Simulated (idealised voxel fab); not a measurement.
process module | voxel ribs on slabs
cross-section cut | 140 nm wide | cells 5 nm
A cross-section is a grid of square cells, given in bands from the top down. A band is one or more rows of cells.
Each band's line starts with the height of the band's top and of its bottom, in nm. Then come its materials from left to right, each with its width in nm. One material with "throughout" fills the band from edge to edge. "air" is empty space.
Height 0 is the level under which the wafer as received is all one material. The lowest band goes on downwards, as in "0 down".
A width such as "30 to 40" changes by the same amount from each row of cells to the next, from the band's top row to its bottom row.
"no change" after a step means that no cell of the cross-section changed.
closed voids: empty space of 8 cells or more with no open way to the top, each as width x height at its distance from the left edge, in nm
after a step's settings: what the simulator itself notes on the step
overlay nm, on a step with a mask: how far to the right of its planned place the mask lay; to the left if negative
plan
1 op RECEIVE | material Si
2 op DIRECTIONAL_DEP | material SiO2 | thk nm 20
3 op DIRECTIONAL_DEP | material polySi | thk nm 20
4 op DIRECTIONAL_DEP | material aC | thk nm 10
5 op PATTERN | tone cover | mask id RIB | material resist | width nm 20 | thk nm 30 | overlay nm 0
6 op DIRECTIONAL_ETCH | etch materials aC | depth nm 10
7 op STRIP | etch materials resist
8 op DIRECTIONAL_ETCH | etch materials polySi | depth nm 15
9 op STRIP | etch materials aC
10 op MASKED_ETCH | tone cover | mask id SLAB | width nm 50 | etch materials polySi | depth nm 5 | overlay nm 0
11 op FILL_DEP | material SiO2 | thk nm 20
12 op CMP | height nm 55
13 op DIRECTIONAL_DEP | material W | thk nm 10
14 op MASKED_ETCH | tone cover | mask id HEATER | width nm 30 | etch materials W | depth nm 10 | overlay nm 0
15 op CONFORMAL_DEP | material SiN | thk nm 5
first wafer, as planned
as received, after step 1
  0 down: Si throughout
  closed voids: none
after step 2
  20 to 0: SiO2 throughout
  below 0: unchanged
after step 3
  40 to 20: polySi throughout
  below 20: unchanged
after step 4
  50 to 40: aC throughout
  below 40: unchanged
after step 5
  80 to 50: air 60 | resist 20 | air 60
  below 50: unchanged
after step 6
  70 to 50: air 60 | resist 20 | air 60
  50 to 40: air 60 | aC 20 | air 60
  below 40: unchanged
after step 7
  50 to 40: air 60 | aC 20 | air 60
  below 40: unchanged
after step 8
  50 to 40: air 60 | aC 20 | air 60
  40 to 25: air 60 | polySi 20 | air 60
  below 25: unchanged
after step 9
  40 to 25: air 60 | polySi 20 | air 60
  below 25: unchanged
after step 10
  40 to 25: air 60 | polySi 20 | air 60
  25 to 20: air 45 | polySi 50 | air 45
  below 20: unchanged
after step 11
  60 to 40: SiO2 throughout
  40 to 25: SiO2 60 | polySi 20 | SiO2 60
  25 to 20: SiO2 45 | polySi 50 | SiO2 45
  below 20: unchanged
after step 12
  55 to 40: SiO2 throughout
  below 40: unchanged
after step 13
  65 to 55: W throughout
  below 55: unchanged
after step 14
  65 to 55: air 55 | W 30 | air 55
  below 55: unchanged
after step 15
  70 to 65: air 50 | SiN 40 | air 50
  65 to 60: air 50 | SiN 5 | W 30 | SiN 5 | air 50
  60 to 55: SiN 55 | W 30 | SiN 55
  below 55: unchanged
second wafer: like start, like plan, one mistake. Through step 2 it matches the first wafer
when step 3 should have ended
  60 to 20: polySi throughout
  below 20: unchanged
when step 4 should have ended
  70 to 60: aC throughout
  below 60: unchanged
when step 5 should have ended
  100 to 70: air 60 | resist 20 | air 60
  below 70: unchanged
when step 6 should have ended
  90 to 70: air 60 | resist 20 | air 60
  70 to 60: air 60 | aC 20 | air 60
  below 60: unchanged
when step 7 should have ended
  70 to 60: air 60 | aC 20 | air 60
  below 60: unchanged
when step 8 should have ended
  70 to 60: air 60 | aC 20 | air 60
  60 to 45: air 60 | polySi 20 | air 60
  below 45: unchanged
when step 9 should have ended
  60 to 45: air 60 | polySi 20 | air 60
  below 45: unchanged
when step 10 should have ended
  60 to 45: air 60 | polySi 20 | air 60
  45 to 40: air 45 | polySi 50 | air 45
  below 40: unchanged
when step 11 should have ended
  80 to 60: SiO2 throughout
  60 to 45: SiO2 60 | polySi 20 | SiO2 60
  45 to 40: SiO2 45 | polySi 50 | SiO2 45
  below 40: unchanged
when step 12 should have ended
  55 to 45: SiO2 60 | polySi 20 | SiO2 60
  below 45: unchanged
when step 13 should have ended
  65 to 55: W throughout
  below 55: unchanged
when step 14 should have ended
  65 to 55: air 55 | W 30 | air 55
  below 55: unchanged
when step 15 should have ended
  70 to 65: air 50 | SiN 40 | air 50
  65 to 60: air 50 | SiN 5 | W 30 | SiN 5 | air 50
  60 to 55: SiN 55 | W 30 | SiN 55
  below 55: unchanged
what went wrong: step 3 was run twice
at the end the second wafer has, in cells: 108 fewer of SiO2 | 108 more of polySi
